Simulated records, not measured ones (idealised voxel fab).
Process module name: voxel capacitor over wiring
Cross-section cut spans 205 nm and uses square cells 5 nm in size.
Cross-section, as written here: a square-cell grid given band by band from the top down, where a band holds one or more rows of cells. Each band's line starts with the height of the band's top and of its bottom, in nm. Then come its materials from left to right, each with its width in nm. One material with "everywhere" fills the band from edge to edge. "blank" is empty space. The level at which height equals 0 is the one under which the wafer, as it arrives, is entirely one material. No lower edge exists for the bottom band, which continues downward and is notated as in "0 down". Think of "30->40" as a width that walks from the first number to the second as you go down the band, top row to bottom row, taking equal-sized steps from row to row. "identical to before" means the step left every cell of the cross-section as it was. "Sealed internal cavities": sealed empty spaces, 8 cells or more, no open way to top, listed width x height at distance, with distance from the left edge and width, height and distance in nm. Text after the settings on a step's line: the simulator's own remark on that step. A step's line can hold "overlay nm"; with a mask on that step, the setting says how far right of the planned place the mask lay, while a negative setting says it lay to the left. From here on the document is pairs. In a pair, the cross-section before one process step comes with the cross-section after it, and the latter goes no deeper than the lowest band that changed. What lies in between, the step and its settings, is written under the pair. A pair may be from a different run of this module on the same starting wafer than the pair above it, so it continues from that pair only where its entry headed "Before processing" says so.

Before processing
	50 to 45: SiCN everywhere
	45 to 20: lowk=45 / TiN=5 / Cu=15 / TiN=5 / lowk=65 / TiN=5 / Cu=15 / TiN=5 / lowk=45
	20 to 15: SiCN=45 / TiN=25 / SiCN=65 / TiN=25 / SiCN=45
	15 to 0: SiO2 everywhere
	0 down: Si everywhere
	Sealed internal cavities: none

after
	60 to 50: TiN everywhere
	Unchanged below 50.
	Sealed internal cavities: none
Step applied between the pre-step and post-step cross-sections shown above: op DIRECTIONAL_DEP | material TiN | thk nm 10

Before processing: The initial state for this step is given by the after cross-section of the immediately preceding pair.

after
	75 to 60: aC everywhere
	Unchanged below 60.
	Sealed internal cavities: none
Step applied between the pre-step and post-step cross-sections shown above: op DIRECTIONAL_DEP | material aC | thk nm 15

Before processing: The initial state for this step is given by the after cross-section of the immediately preceding pair.

after
	105 to 75: resist=55 / blank=15 / resist=135
	Unchanged below 75.
	Sealed internal cavities: none
Step applied between the pre-step and post-step cross-sections shown above: op PATTERN | tone open | mask id PLUG_1 | material resist | width nm 15 | thk nm 30 | overlay nm 0

Before processing: The initial state for this step is given by the after cross-section of the immediately preceding pair.

after
	90 to 75: resist=55 / blank=15 / resist=135
	75 to 60: aC=55 / blank=15 / aC=135
	Unchanged below 60.
	Sealed internal cavities: none
Step applied between the pre-step and post-step cross-sections shown above: op DIRECTIONAL_ETCH | etch materials aC | depth nm 15

Before processing: The initial state for this step is given by the after cross-section of the immediately preceding pair.

after
	75 to 60: aC=55 / blank=15 / aC=135
	Unchanged below 60.
	Sealed internal cavities: none
Step applied between the pre-step and post-step cross-sections shown above: op STRIP | etch materials resist

Before processing: The initial state for this step is given by the after cross-section of the immediately preceding pair.

after
	60 to 50: TiN everywhere
	Unchanged below 50.
	Sealed internal cavities: none
Step applied between the pre-step and post-step cross-sections shown above: op STRIP | etch materials aC

Before processing: The initial state for this step is given by the after cross-section of the immediately preceding pair.

after
	70 to 60: Ru everywhere
	Unchanged below 60.
	Sealed internal cavities: none
Step applied between the pre-step and post-step cross-sections shown above: op EPI | material Ru | thk nm 10

Before processing: The initial state for this step is given by the after cross-section of the immediately preceding pair.

after
	75 to 60: Ru everywhere
	Unchanged below 60.
	Sealed internal cavities: none
Step applied between the pre-step and post-step cross-sections shown above: op EPI | material Ru | thk nm 5

Before processing: The initial state for this step is given by the after cross-section of the immediately preceding pair.

after
	80 to 75: TiN everywhere
	Unchanged below 75.
	Sealed internal cavities: none
Step applied between the pre-step and post-step cross-sections shown above: op DIRECTIONAL_DEP | material TiN | thk nm 5

Before processing: The initial state for this step is given by the after cross-section of the immediately preceding pair.

after
	85 to 80: SiN everywhere
	Unchanged below 80.
	Sealed internal cavities: none
Step applied between the pre-step and post-step cross-sections shown above: op DIRECTIONAL_DEP | material SiN | thk nm 5

Before processing: The initial state for this step is given by the after cross-section of the immediately preceding pair.

after
	90 to 85: TiN everywhere
	Unchanged below 85.
	Sealed internal cavities: none
Step applied between the pre-step and post-step cross-sections shown above: op DIRECTIONAL_DEP | material TiN | thk nm 5

Before processing: The initial state for this step is given by the after cross-section of the immediately preceding pair.

after
	105 to 90: blank=55 / resist=70 / blank=80
	Unchanged below 90.
	Sealed internal cavities: none
Step applied between the pre-step and post-step cross-sections shown above: op PATTERN | tone cover | mask id UPPER_PLATE | material resist | width nm 70 | thk nm 15 | overlay nm 0

Before processing: The initial state for this step is given by the after cross-section of the immediately preceding pair.

after
	105 to 90: blank=55 / resist=70 / blank=80
	90 to 85: blank=55 / TiN=70 / blank=80
	Unchanged below 85.
	Sealed internal cavities: none
Step applied between the pre-step and post-step cross-sections shown above: op DIRECTIONAL_ETCH | etch materials TiN | depth nm 5

Before processing: The initial state for this step is given by the after cross-section of the immediately preceding pair.

after
	105 to 90: blank=55 / resist=70 / blank=80
	90 to 85: blank=55 / TiN=70 / blank=80
	85 to 80: blank=55 / SiN=70 / blank=80
	Unchanged below 80.
	Sealed internal cavities: none
Step applied between the pre-step and post-step cross-sections shown above: op DIRECTIONAL_ETCH | etch materials SiN | depth nm 5

Before processing: The initial state for this step is given by the after cross-section of the immediately preceding pair.

after
	90 to 85: blank=55 / TiN=70 / blank=80
	Unchanged below 85.
	Sealed internal cavities: none
Step applied between the pre-step and post-step cross-sections shown above: op STRIP | etch materials resist

Before processing: The initial state for this step is given by the after cross-section of the immediately preceding pair.

after
	105 to 95: blank=55 / aC=70 / blank=80
	95 to 90: aC everywhere
	90 to 85: aC=55 / TiN=70 / aC=80
	85 to 80: aC=55 / SiN=70 / aC=80
	Unchanged below 80.
	Sealed internal cavities: none
Step applied between the pre-step and post-step cross-sections shown above: op DIRECTIONAL_DEP | material aC | thk nm 15

Before processing: The initial state for this step is given by the after cross-section of the immediately preceding pair.

after
	140 to 105: blank=50 / resist=80 / blank=75
	105 to 95: blank=50 / resist=5 / aC=70 / resist=5 / blank=75
	Unchanged below 95.
	Sealed internal cavities: none
Step applied between the pre-step and post-step cross-sections shown above: op PATTERN | tone cover | mask id LOWER_PLATE | material resist | width nm 80 | thk nm 35 | overlay nm 0

Before processing: The initial state for this step is given by the after cross-section of the immediately preceding pair.

after
	125 to 105: blank=50 / resist=80 / blank=75
	105 to 95: blank=50 / resist=5 / aC=70 / resist=5 / blank=75
	95 to 90: blank=50 / aC=80 / blank=75
	90 to 85: blank=50 / aC=5 / TiN=70 / aC=5 / blank=75
	85 to 80: blank=50 / aC=5 / SiN=70 / aC=5 / blank=75
	Unchanged below 80.
	Sealed internal cavities: none
Step applied between the pre-step and post-step cross-sections shown above: op DIRECTIONAL_ETCH | etch materials aC | depth nm 15

Before processing: The initial state for this step is given by the after cross-section of the immediately preceding pair.

after
	105 to 95: blank=55 / aC=70 / blank=80
	Unchanged below 95.
	Sealed internal cavities: none
Step applied between the pre-step and post-step cross-sections shown above: op STRIP | etch materials resist

Before processing: The initial state for this step is given by the after cross-section of the immediately preceding pair.

after
	105 to 95: blank=55 / aC=70 / blank=80
	95 to 90: blank=50 / aC=80 / blank=75
	90 to 85: blank=50 / aC=5 / TiN=70 / aC=5 / blank=75
	85 to 80: blank=50 / aC=5 / SiN=70 / aC=5 / blank=75
	80 to 75: blank=50 / TiN=80 / blank=75
	Unchanged below 75.
	Sealed internal cavities: none
Step applied between the pre-step and post-step cross-sections shown above: op DIRECTIONAL_ETCH | etch materials TiN | depth nm 5

Before processing: The initial state for this step is given by the after cross-section of the immediately preceding pair.

after
	90 to 85: blank=55 / TiN=70 / blank=80
	85 to 80: blank=55 / SiN=70 / blank=80
	Unchanged below 80.
	Sealed internal cavities: none
Step applied between the pre-step and post-step cross-sections shown above: op STRIP | etch materials aC

Before processing: The initial state for this step is given by the after cross-section of the immediately preceding pair.

after
	110 to 90: SiO2 everywhere
	90 to 85: SiO2=55 / TiN=70 / SiO2=80
	85 to 80: SiO2=55 / SiN=70 / SiO2=80
	80 to 75: SiO2=50 / TiN=80 / SiO2=75
	Unchanged below 75.
	Sealed internal cavities: none
Step applied between the pre-step and post-step cross-sections shown above: op FILL_DEP | material SiO2 | thk nm 20

Before processing: The initial state for this step is given by the after cross-section of the immediately preceding pair.

after
	90 to 85: SiO2=55 / TiN=70 / SiO2=80
	Unchanged below 85.
	Sealed internal cavities: none
Step applied between the pre-step and post-step cross-sections shown above: op CMP | height nm 90

Before processing: The initial state for this step is given by the after cross-section of the immediately preceding pair.

after
	105 to 90: aC everywhere
	Unchanged below 90.
	Sealed internal cavities: none
Step applied between the pre-step and post-step cross-sections shown above: op DIRECTIONAL_DEP | material aC | thk nm 15

Before processing: The initial state for this step is given by the after cross-section of the immediately preceding pair.

after
	140 to 105: resist=65 / blank=15 / resist=125
	Unchanged below 105.
	Sealed internal cavities: none
Step applied between the pre-step and post-step cross-sections shown above: op PATTERN | tone open | mask id PLUG_2 | material resist | width nm 15 | thk nm 35 | overlay nm 0

Before processing: The initial state for this step is given by the after cross-section of the immediately preceding pair.

after
	125 to 105: resist=65 / blank=15 / resist=125
	105 to 90: aC=65 / blank=15 / aC=125
	Unchanged below 90.
	Sealed internal cavities: none
Step applied between the pre-step and post-step cross-sections shown above: op DIRECTIONAL_ETCH | etch materials aC | depth nm 15

Before processing: The initial state for this step is given by the after cross-section of the immediately preceding pair.

after
	105 to 90: aC=65 / blank=15 / aC=125
	Unchanged below 90.
	Sealed internal cavities: none
Step applied between the pre-step and post-step cross-sections shown above: op STRIP | etch materials resist

Before processing: The initial state for this step is given by the after cross-section of the immediately preceding pair.

after
	90 to 85: SiO2=55 / TiN=70 / SiO2=80
	Unchanged below 85.
	Sealed internal cavities: none
Step applied between the pre-step and post-step cross-sections shown above: op STRIP | etch materials aC

Before processing: The initial state for this step is given by the after cross-section of the immediately preceding pair.

after
	95 to 90: TiN everywhere
	Unchanged below 90.
	Sealed internal cavities: none
Step applied between the pre-step and post-step cross-sections shown above: op CONFORMAL_DEP | material TiN | thk nm 5

Before processing: The initial state for this step is given by the after cross-section of the immediately preceding pair.

after
	105 to 95: Cu everywhere
	Unchanged below 95.
	Sealed internal cavities: none
Step applied between the pre-step and post-step cross-sections shown above: op FILL_DEP | material Cu | thk nm 10

Before processing: The initial state for this step is given by the after cross-section of the immediately preceding pair.

after
	90 to 85: SiO2=55 / TiN=70 / SiO2=80
	Unchanged below 85.
	Sealed internal cavities: none
Step applied between the pre-step and post-step cross-sections shown above: op CMP | height nm 90

Before processing: The initial state for this step is given by the after cross-section of the immediately preceding pair.

after
	95 to 90: SiCN everywhere
	Unchanged below 90.
	Sealed internal cavities: none
Step applied between the pre-step and post-step cross-sections shown above: op CONFORMAL_DEP | material SiCN | thk nm 5

Before processing
	90 to 80: blank=55 / aC=70 / blank=80
	80 to 75: aC everywhere
	75 to 70: aC=55 / TiN=70 / aC=80
	70 to 65: aC=55 / SiN=70 / aC=80
	65 to 60: TiN everywhere
	60 to 50: lowk=55 / Ru=15 / lowk=135
	50 to 45: SiCN=55 / Ru=15 / SiCN=135
	45 to 20: lowk=45 / TiN=5 / Cu=15 / TiN=5 / lowk=65 / TiN=5 / Cu=15 / TiN=5 / lowk=45
	20 to 15: SiCN=45 / TiN=25 / SiCN=65 / TiN=25 / SiCN=45
	15 to 0: SiO2 everywhere
	0 down: Si everywhere
	Sealed internal cavities: none

after
	125 to 90: resist=50 / blank=80 / resist=75
	90 to 80: resist=50 / blank=5 / aC=70 / blank=5 / resist=75
	Unchanged below 80.
	Sealed internal cavities: none
Step applied between the pre-step and post-step cross-sections shown above: op PATTERN | tone open | mask id LOWER_PLATE | material resist | width nm 80 | thk nm 35 | overlay nm 0

Before processing: The initial state for this step is given by the after cross-section of the immediately preceding pair.

after
	110 to 80: resist=50 / blank=80 / resist=75
	80 to 75: aC=50 / blank=80 / aC=75
	75 to 70: aC=50 / blank=5 / TiN=70 / blank=5 / aC=75
	70 to 65: aC=50 / blank=5 / SiN=70 / blank=5 / aC=75
	Unchanged below 65.
	Sealed internal cavities: none
Step applied between the pre-step and post-step cross-sections shown above: op DIRECTIONAL_ETCH | etch materials aC | depth nm 15

Before processing: The initial state for this step is given by the after cross-section of the immediately preceding pair.

after
	80 to 75: aC=50 / blank=80 / aC=75
	Unchanged below 75.
	Sealed internal cavities: none
Step applied between the pre-step and post-step cross-sections shown above: op STRIP | etch materials resist

Before processing: The initial state for this step is given by the after cross-section of the immediately preceding pair.

after
	80 to 70: aC=50 / blank=80 / aC=75
	70 to 65: aC=50 / blank=5 / SiN=70 / blank=5 / aC=75
	65 to 60: TiN=50 / blank=5 / TiN=70 / blank=5 / TiN=75
	Unchanged below 60.
	Sealed internal cavities: none
Step applied between the pre-step and post-step cross-sections shown above: op DIRECTIONAL_ETCH | etch materials TiN | depth nm 5

Before processing: The initial state for this step is given by the after cross-section of the immediately preceding pair.

after
	70 to 65: blank=55 / SiN=70 / blank=80
	Unchanged below 65.
	Sealed internal cavities: none
Step applied between the pre-step and post-step cross-sections shown above: op STRIP | etch materials aC

Before processing: The initial state for this step is given by the after cross-section of the immediately preceding pair.

after
	90 to 70: SiO2 everywhere
	70 to 65: SiO2=55 / SiN=70 / SiO2=80
	65 to 60: TiN=50 / SiO2=5 / TiN=70 / SiO2=5 / TiN=75
	Unchanged below 60.
	Sealed internal cavities: none
Step applied between the pre-step and post-step cross-sections shown above: op FILL_DEP | material SiO2 | thk nm 20

Before processing: The initial state for this step is given by the after cross-section of the immediately preceding pair.

after
	105 to 90: aC everywhere
	Unchanged below 90.
	Sealed internal cavities: none
Step applied between the pre-step and post-step cross-sections shown above: op DIRECTIONAL_DEP | material aC | thk nm 15

Before processing: The initial state for this step is given by the after cross-section of the immediately preceding pair.

after
	140 to 105: resist=65 / blank=15 / resist=125
	Unchanged below 105.
	Sealed internal cavities: none
Step applied between the pre-step and post-step cross-sections shown above: op PATTERN | tone open | mask id PLUG_2 | material resist | width nm 15 | thk nm 35 | overlay nm 0

Before processing: The initial state for this step is given by the after cross-section of the immediately preceding pair.

after
	125 to 105: resist=65 / blank=15 / resist=125
	105 to 90: aC=65 / blank=15 / aC=125
	Unchanged below 90.
	Sealed internal cavities: none
Step applied between the pre-step and post-step cross-sections shown above: op DIRECTIONAL_ETCH | etch materials aC | depth nm 15

Before processing: The initial state for this step is given by the after cross-section of the immediately preceding pair.

after
	105 to 90: aC=65 / blank=15 / aC=125
	Unchanged below 90.
	Sealed internal cavities: none
Step applied between the pre-step and post-step cross-sections shown above: op STRIP | etch materials resist

Before processing: The initial state for this step is given by the after cross-section of the immediately preceding pair.

after
	105 to 90: aC=65 / blank=15 / aC=125
	90 to 75: SiO2=65 / blank=15 / SiO2=125
	Unchanged below 75.
	Sealed internal cavities: none
Step applied between the pre-step and post-step cross-sections shown above: op DIRECTIONAL_ETCH | etch materials SiO2 | depth nm 15

Before processing: The initial state for this step is given by the after cross-section of the immediately preceding pair.

after
	90 to 75: SiO2=65 / blank=15 / SiO2=125
	Unchanged below 75.
	Sealed internal cavities: none
Step applied between the pre-step and post-step cross-sections shown above: op STRIP | etch materials aC

Before processing: The initial state for this step is given by the after cross-section of the immediately preceding pair.

after
	95 to 90: TiN=70 / blank=5 / TiN=130
	90 to 80: SiO2=65 / TiN=5 / blank=5 / TiN=5 / SiO2=125
	80 to 75: SiO2=65 / TiN=15 / SiO2=125
	Unchanged below 75.
	Sealed internal cavities: none
Step applied between the pre-step and post-step cross-sections shown above: op CONFORMAL_DEP | material TiN | thk nm 5

Before processing: The initial state for this step is given by the after cross-section of the immediately preceding pair.

after
	105 to 95: Cu everywhere
	95 to 90: TiN=70 / Cu=5 / TiN=130
	90 to 80: SiO2=65 / TiN=5 / Cu=5 / TiN=5 / SiO2=125
	Unchanged below 80.
	Sealed internal cavities: none
Step applied between the pre-step and post-step cross-sections shown above: op FILL_DEP | material Cu | thk nm 10

Before processing: The initial state for this step is given by the after cross-section of the immediately preceding pair.

after
	90 to 80: SiO2=65 / TiN=5 / Cu=5 / TiN=5 / SiO2=125
	Unchanged below 80.
	Sealed internal cavities: none
Step applied between the pre-step and post-step cross-sections shown above: op CMP | height nm 90

Before processing: The initial state for this step is given by the after cross-section of the immediately preceding pair.

after
	95 to 90: SiCN everywhere
	Unchanged below 90.
	Sealed internal cavities: none
Step applied between the pre-step and post-step cross-sections shown above: op CONFORMAL_DEP | material SiCN | thk nm 5
